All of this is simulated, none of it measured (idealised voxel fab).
The following process module bears the name voxel quadruple lines.
Displayed cross-section: cut, width of 285 nm, square cells sized 5 nm.
Cross-sections here: square-cell grids, written as top-down lists of bands, a band being one or more rows of cells.
For a band, the entry starts with two heights in nm, that of the top and then that of the bottom, and carries on with the band's materials in order from left to right, each alongside its width in nm; the word "throughout" beside a single material means it fills the band edge to edge, and "empty" means empty space.
We count height from 0. Below that, the starting wafer is all one material. The lowest band never ends at the bottom but goes on down; see "0 -> down" for how that is written.
When a width is written as two numbers, as in "30->40", the first number is the width in the top row of cells of the band and the second is the width in its bottom row, and the width changes by the same amount from each row to the next.
Where the words "nothing changed" appear for a step, the cross-section shows no cell changed by that step; every cell remained as before.
Entry "Voids, fully enclosed" = empty spaces >= 8 cells with no open way to the top; each as width x height at distance, distance from left edge, all nm.
What comes after the settings on a step's line is commentary from the simulator itself on that step.
overlay nm: step with mask; distance mask lay right of planned place; negative value = left of planned place.
This section lists the process steps that were planned:
- 1: op RECEIVE | material Si
- 2: op CONFORMAL_DEP | material SiO2 | thk nm 10
- 3: op DIRECTIONAL_DEP | material W | thk nm 10
- 4: op DIRECTIONAL_DEP | material polySi | thk nm 20
- 5: op DIRECTIONAL_DEP | material aC | thk nm 20
- 6: op PATTERN | tone cover | mask id MANDREL | material resist | width nm 30 | pitch nm 80 | thk nm 25 | overlay nm 0
- 7: op DIRECTIONAL_ETCH | etch materials aC | depth nm 20
- 8: op STRIP | etch materials resist
- 9: op CONFORMAL_DEP | material SiO2 | thk nm 10
- 10: op DIRECTIONAL_ETCH | etch materials SiO2 | depth nm 10
- 11: op STRIP | etch materials aC
- 12: op DIRECTIONAL_ETCH | etch materials polySi | depth nm 20
- 13: op STRIP | etch materials SiO2
- 14: op CONFORMAL_DEP | material SiCN | thk nm 10
- 15: op DIRECTIONAL_ETCH | etch materials SiCN | depth nm 10
- 16: op STRIP | etch materials polySi
- 17: op DIRECTIONAL_ETCH | etch materials W | depth nm 10
- 18: op STRIP | etch materials SiCN
Wafer at receipt (post step 1), cross-section:
* 0 -> down | Si throughout
* Voids, fully enclosed: none
The module was run from the start shown above using the plan shown above, but one mistake was made doing it; the resulting wafer cross-section is below:
* 30 -> 10 | polySi throughout
* 10 -> 0 | SiO2 throughout
* 0 -> down | Si throughout
* Voids, fully enclosed: none
Deviation noted in wafer processing: plan vs actual: 3 and 4 interchanged
